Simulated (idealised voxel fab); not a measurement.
process module | voxel double patterning
cross-section cut | 240 nm wide | cells 5 nm
A cross-section is a grid of square cells, given in bands from the top down. A band is one or more rows of cells.
Each band's line starts with the height of the band's top and of its bottom, in nm. Then come its materials from left to right, each with its width in nm. One material with "throughout" fills the band from edge to edge. "air" is empty space.
Height 0 is the level under which the wafer as received is all one material. The lowest band goes on downwards, as in "0 down".
A width such as "30 to 40" changes by the same amount from each row of cells to the next, from the band's top row to its bottom row.
"no change" after a step means that no cell of the cross-section changed.
closed voids: empty space of 8 cells or more with no open way to the top, each as width x height at its distance from the left edge, in nm
after a step's settings: what the simulator itself notes on the step
overlay nm, on a step with a mask: how far to the right of its planned place the mask lay; to the left if negative
plan
1 op RECEIVE | material Si
2 op CONFORMAL_DEP | material SiO2 | thk nm 5
3 op DIRECTIONAL_DEP | material TiN | thk nm 20
4 op DIRECTIONAL_DEP | material SiCN | thk nm 10
5 op DIRECTIONAL_DEP | material aC | thk nm 10
6 op PATTERN | tone open | mask id FIRST | material resist | width nm 15 | pitch nm 50 | thk nm 25 | overlay nm 0
7 op DIRECTIONAL_ETCH | etch materials aC | depth nm 10
8 op STRIP | etch materials resist
9 op DIRECTIONAL_ETCH | etch materials SiCN | depth nm 10
10 op STRIP | etch materials aC
11 op PATTERN | tone open | mask id SECOND | material resist | width nm 15 | pitch nm 50 | thk nm 20 | overlay nm 0
12 op DIRECTIONAL_ETCH | etch materials SiCN | depth nm 10
13 op STRIP | etch materials resist
14 op DIRECTIONAL_ETCH | etch materials TiN | depth nm 20
15 op STRIP | etch materials SiCN
as received, after step 1
  0 down: Si throughout
  closed voids: none
first wafer at the end, as planned
  25 to 5: TiN 60 | air 15 | TiN 10 | air 15 | TiN 10 | air 15 | TiN 10 | air 15 | TiN 10 | air 15 | TiN 65
  5 to 0: SiO2 throughout
  0 down: Si throughout
  closed voids: none
second wafer at the end: like start, like plan, one mistake
  45 to 25: TiN 60 | air 15 | TiN 10 | air 15 | TiN 10 | air 15 | TiN 10 | air 15 | TiN 10 | air 15 | TiN 65
  25 to 5: TiN throughout
  5 to 0: SiO2 throughout
  0 down: Si throughout
  closed voids: none
what went wrong: step 3 was run twice
at the end the second wafer has, in cells: 192 more of TiN
